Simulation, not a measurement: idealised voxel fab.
This section sets out a process module, namely voxel capacitor over wiring.
This is section cut - it's 280 nm across, gridded in 5 nm square cells.
If you're reading a cross-section in this doc, picture square cells in a grid; it comes to you as bands, top ones listed first down to the bottom, and a band can be one or more rows of cells.
Band: top and bottom heights (nm) first, top before bottom; then materials from left to right, widths in nm. "throughout" marks a sole material filling the band edge to edge. "empty" denotes empty space.
Heights are expressed relative to 0, this being the level below which the as-received wafer comprises one material exclusively. The lowest band is unbounded in the downward direction and is denoted as in "0 down".
When a width is written as two numbers, as in "30 to 40", the first number is the width in the top row of cells of the band and the second is the width in its bottom row, and the width changes by the same amount from each row to the next.
"no change occurred" after a step means that no cell of the cross-section changed.
You'll see "Encapsulated voids" listing empty spaces that have no way open to the top, as long as they're 8 cells or more; the notation is width x height at distance, where the distance is from the left edge, and all of it is in nm.
What comes after the settings on a step's line is commentary from the simulator itself on that step.
Regarding "overlay nm": on a step with a mask, it is the distance the mask lay to the right of its planned place; a negative value places it to the left.

# This section lists the process steps that were planned
1,RECEIVE (material Si)
2,CONFORMAL_DEP (material SiO2; thk nm 10)
3,CONFORMAL_DEP (material SiN; thk nm 5)
4,DIRECTIONAL_DEP (material lowk; thk nm 20)
5,DIRECTIONAL_DEP (material aC; thk nm 10)
6,PATTERN (tone open; mask id METAL_1; material resist; width nm 30; pitch nm 80; thk nm 25; overlay nm 0)
7,DIRECTIONAL_ETCH (etch materials aC; depth nm 10)
8,STRIP (etch materials resist)
9,DIRECTIONAL_ETCH (etch materials lowk; depth nm 20)
10,DIRECTIONAL_ETCH (etch materials SiN; depth nm 5)
11,STRIP (etch materials aC)
12,CONFORMAL_DEP (material TiN; thk nm 5)
13,FILL_DEP (material Ru; thk nm 10)
14,CMP (height nm 35)
15,EPI (material Ru; thk nm 5)
16,FILL_DEP (material SiCN; thk nm 5)
17,DIRECTIONAL_DEP (material SiO2; thk nm 20)
18,PATTERN (tone open; mask id PLUG_1; material resist; width nm 15; thk nm 15; overlay nm 0)
19,DIRECTIONAL_ETCH (etch materials SiO2; depth nm 20)
20,DIRECTIONAL_ETCH (etch materials SiCN; depth nm 5)
21,STRIP (etch materials resist)
22,EPI (material Ru; thk nm 10)
23,EPI (material Ru; thk nm 10)
24,EPI (material Ru; thk nm 5)
25,DIRECTIONAL_DEP (material TiN; thk nm 5)
26,DIRECTIONAL_DEP (material Al2O3; thk nm 5)
27,DIRECTIONAL_DEP (material TiN; thk nm 5)
28,MASKED_ETCH (tone cover; mask id UPPER_PLATE; width nm 55; etch materials TiN; depth nm 5; overlay nm 0)
29,MASKED_ETCH (tone cover; mask id UPPER_PLATE; width nm 55; etch materials Al2O3; depth nm 5; overlay nm 0)
30,PATTERN (tone cover; mask id LOWER_PLATE; material resist; width nm 65; thk nm 20; overlay nm 0)
31,DIRECTIONAL_ETCH (etch materials TiN; depth nm 5)
32,STRIP (etch materials resist)
33,FILL_DEP (material SiO2; thk nm 15)
34,CMP (height nm 90)
35,PATTERN (tone open; mask id PLUG_2; material resist; width nm 15; thk nm 20; overlay nm 0)
36,DIRECTIONAL_ETCH (etch materials SiO2; depth nm 10)
37,STRIP (etch materials resist)
38,CONFORMAL_DEP (material TiN; thk nm 5)
39,FILL_DEP (material W; thk nm 5)
40,CMP (height nm 90)
41,CONFORMAL_DEP (material SiN; thk nm 5)

# So this is the incoming wafer in cross-section - it's already been through step 1
- 0 down | Si throughout
- Encapsulated voids: none

# Here's the wafer cut in cross-section after the module, started and planned just like above, except one thing was done wrong in the run
- 95 to 90 | SiN throughout
- 90 to 85 | SiO2 110 nm, TiN 5 nm, W 5 nm, TiN 5 nm, SiO2 155 nm
- 85 to 80 | SiO2 110 nm, TiN 15 nm, SiO2 155 nm
- 80 to 75 | SiO2 throughout
- 75 to 70 | SiO2 100 nm, Al2O3 55 nm, SiO2 125 nm
- 70 to 65 | TiN 95 nm, SiO2 5 nm, TiN 55 nm, SiO2 5 nm, TiN 120 nm
- 65 to 45 | SiO2 100 nm, Ru 15 nm, SiO2 165 nm
- 45 to 40 | SiCN 100 nm, Ru 15 nm, SiCN 165 nm
- 40 to 35 | SiCN 80 nm, Ru 40 nm, SiCN 40 nm, Ru 40 nm, SiCN 80 nm
- 35 to 15 | lowk 85 nm, TiN 5 nm, Ru 20 nm, TiN 5 nm, lowk 50 nm, TiN 5 nm, Ru 20 nm, TiN 5 nm, lowk 85 nm
- 15 to 10 | SiN 85 nm, TiN 30 nm, SiN 50 nm, TiN 30 nm, SiN 85 nm
- 10 to 0 | SiO2 throughout
- 0 down | Si throughout
- Encapsulated voids: none
what went wrong: heads up, step 30 didn't go per plan, it actually ran as PATTERN (tone open; mask id LOWER_PLATE; material resist; width nm 65; thk nm 20; overlay nm 0)
